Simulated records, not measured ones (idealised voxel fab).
The following is a process module called voxel gate over fins.
260 nm wide, 5 nm square cells: that's cross-section cut.
Reading order for cross-sections: top band down to bottom band. Underlying form: a grid of square cells. Band size: one or more rows of cells. Band: top height; bottom height; in nm. Then, left to right: material with width in nm, for each material. "everywhere": a single material spanning edge to edge. "blank": empty space. Zero point of the height axis is 0; under it, received wafer = one material. Lowest band: continues down indefinitely, "from 0 down". The width entry "30->40" should be interpreted row by row: the top row of cells in the band takes the first number, the bottom row takes the second number, and the change between adjacent rows is uniform throughout. When a step is marked "changes: none", none of the cells in the cross-section changed during that step. "Trapped cavities" lists enclosed empty spaces (at least 8 cells, no open path upward to the top), each as width x height at distance from the left edge, in nm. Formally, on a step line, whatever follows the settings is a remark that the simulator itself makes on the step. Each step line may optionally specify "overlay nm", which for a step with a mask gives the rightward distance between the mask's planned place and where it lay, a negative value indicating the leftward direction.
[Set out below are the planned steps of the process]
1 RECEIVE [material Si]
2 CONFORMAL_DEP [material SiN] [thk nm 5]
3 MASKED_ETCH [tone cover] [mask id FINS] [width nm 15] [pitch nm 45] [etch materials SiN] [depth nm 5] [overlay nm 0]
4 MASKED_ETCH [tone cover] [mask id FINS] [width nm 15] [pitch nm 45] [etch materials Si] [depth nm 35] [overlay nm 0]
5 FILL_DEP [material SiO2] [thk nm 10]
6 CMP [height nm 5]
7 SELECTIVE_ETCH [etch materials SiO2] [depth nm 15]
8 STRIP [etch materials SiN]
9 CONFORMAL_DEP [material HfO2] [thk nm 5]
10 CONFORMAL_DEP [material TiN] [thk nm 5]
11 FILL_DEP [material W] [thk nm 10]
12 CMP [height nm 15]
13 CONFORMAL_DEP [material SiCN] [thk nm 5]
[Cross-section of the wafer upon arrival, representing the state reached after step 1]
from 0 down = Si everywhere
Trapped cavities: none
[Here's the wafer cut in cross-section after the module, started and planned just like above, except one thing was done wrong in the run]
from 20 to 15 = SiCN everywhere
from 15 to 10 = TiN everywhere
from 10 to 5 = HfO2 60, TiN 5, HfO2 40, TiN 5, HfO2 40, TiN 5, HfO2 40, TiN 5, HfO2 60
from 5 to 0 = SiCN 55, HfO2 15, SiCN 30, HfO2 15, SiCN 30, HfO2 15, SiCN 30, HfO2 15, SiCN 55
from 0 to -35 = SiCN 55, Si 15, SiCN 30, Si 15, SiCN 30, Si 15, SiCN 30, Si 15, SiCN 55
from -35 down = Si everywhere
Trapped cavities: none
Nonconformance to the process plan: step 5 was processed under conditions differing from the plan, specifically as FILL_DEP [material SiCN] [thk nm 10]
